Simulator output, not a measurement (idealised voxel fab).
Name of the process module below: voxel self aligned vias
Cross-section cut spans 210 nm and uses square cells 5 nm in size.
Reading order for cross-sections: top band down to bottom band. Underlying form: a grid of square cells. Band size: one or more rows of cells.
It is stipulated that each band's entry specify, in nanometres, the height of the top of the band and then that of its bottom, followed by the materials of the band in left-to-right sequence, each together with its width in nanometres. A single material marked by the word "throughout" is understood to fill the band from edge to edge; the word "air" is understood to denote empty space.
Measure heights from 0. That's the level where, below it, the as-received wafer is all one material. The lowest band is bottomless and extends downward; write it as in "z 0 and below".
Read "30->40" as a graded width: first number on top, second number at the bottom, same change between each pair of neighbouring rows.
"no alteration" (step): cross-section cells unchanged, all of them.
If an empty space has no open way to the top and is at least 8 cells in size, "Enclosed void catalog" lists it, written width x height at distance, where distance is measured from the left edge and every value is in nm.
Whatever follows a step's settings on its line is a remark the simulator itself makes about that step.
On any step carrying a mask, the "overlay nm" setting, if present on the step's line, tells how far right of its planned place the mask lay; negative values point to the left.
Planned process steps
1: RECEIVE: material Si
2: CONFORMAL_DEP: material SiO2, thk nm 15
3: CONFORMAL_DEP: material SiCN, thk nm 5
4: DIRECTIONAL_DEP: material SiO2, thk nm 25
5: PATTERN: tone open, mask id LINES, material resist, width nm 20, pitch nm 60, thk nm 15, overlay nm 0
6: DIRECTIONAL_ETCH: etch materials SiO2, depth nm 25
7: STRIP: etch materials resist
8: CONFORMAL_DEP: material TiN, thk nm 5
9: FILL_DEP: material Ru, thk nm 5
10: CMP: height nm 45
11: SELECTIVE_ETCH: etch materials W Ru TiN, depth nm 10
12: FILL_DEP: material SiN, thk nm 5
13: CMP: height nm 45
14: DIRECTIONAL_DEP: material SiO2, thk nm 20
15: DIRECTIONAL_DEP: material aC, thk nm 10
16: PATTERN: tone open, mask id VIAS, material resist, width nm 30, thk nm 30, overlay nm 0
17: DIRECTIONAL_ETCH: etch materials aC, depth nm 10
18: STRIP: etch materials resist
19: DIRECTIONAL_ETCH: etch materials SiO2, depth nm 20
20: DIRECTIONAL_ETCH: etch materials SiN, depth nm 10
21: STRIP: etch materials aC
22: CONFORMAL_DEP: material TiN, thk nm 5
23: FILL_DEP: material Cu, thk nm 5
24: CMP: height nm 65
25: CONFORMAL_DEP: material SiCN, thk nm 5
Wafer at receipt (post step 1), cross-section
* z 0 and below: Si throughout
* Enclosed void catalog: none
This is how the wafer looks in cross-section once the module is done, given the starting state and plan above and one mistake in carrying the plan out
* z 70 to 65: SiCN throughout
* z 65 to 45: 60 of SiO2, then 5 of TiN, then 20 of Cu, then 5 of TiN, then 120 of SiO2
* z 45 to 40: 60 of SiN, then 10 of TiN, then 10 of Cu, then 10 of TiN, then 120 of SiN
* z 40 to 35: 65 of SiO2, then 20 of TiN, then 40 of SiO2, then 20 of SiN, then 65 of SiO2
* z 35 to 25: 65 of SiO2, then 5 of TiN, then 10 of Ru, then 5 of TiN, then 40 of SiO2, then 5 of TiN, then 10 of Ru, then 5 of TiN, then 65 of SiO2
* z 25 to 20: 65 of SiO2, then 20 of TiN, then 40 of SiO2, then 20 of TiN, then 65 of SiO2
* z 20 to 15: SiCN throughout
* z 15 to 0: SiO2 throughout
* z 0 and below: Si throughout
* Enclosed void catalog: none
Finding, execution versus plan: step 4 was not run as planned; what actually ran was DIRECTIONAL_DEP: material SiO2, thk nm 20
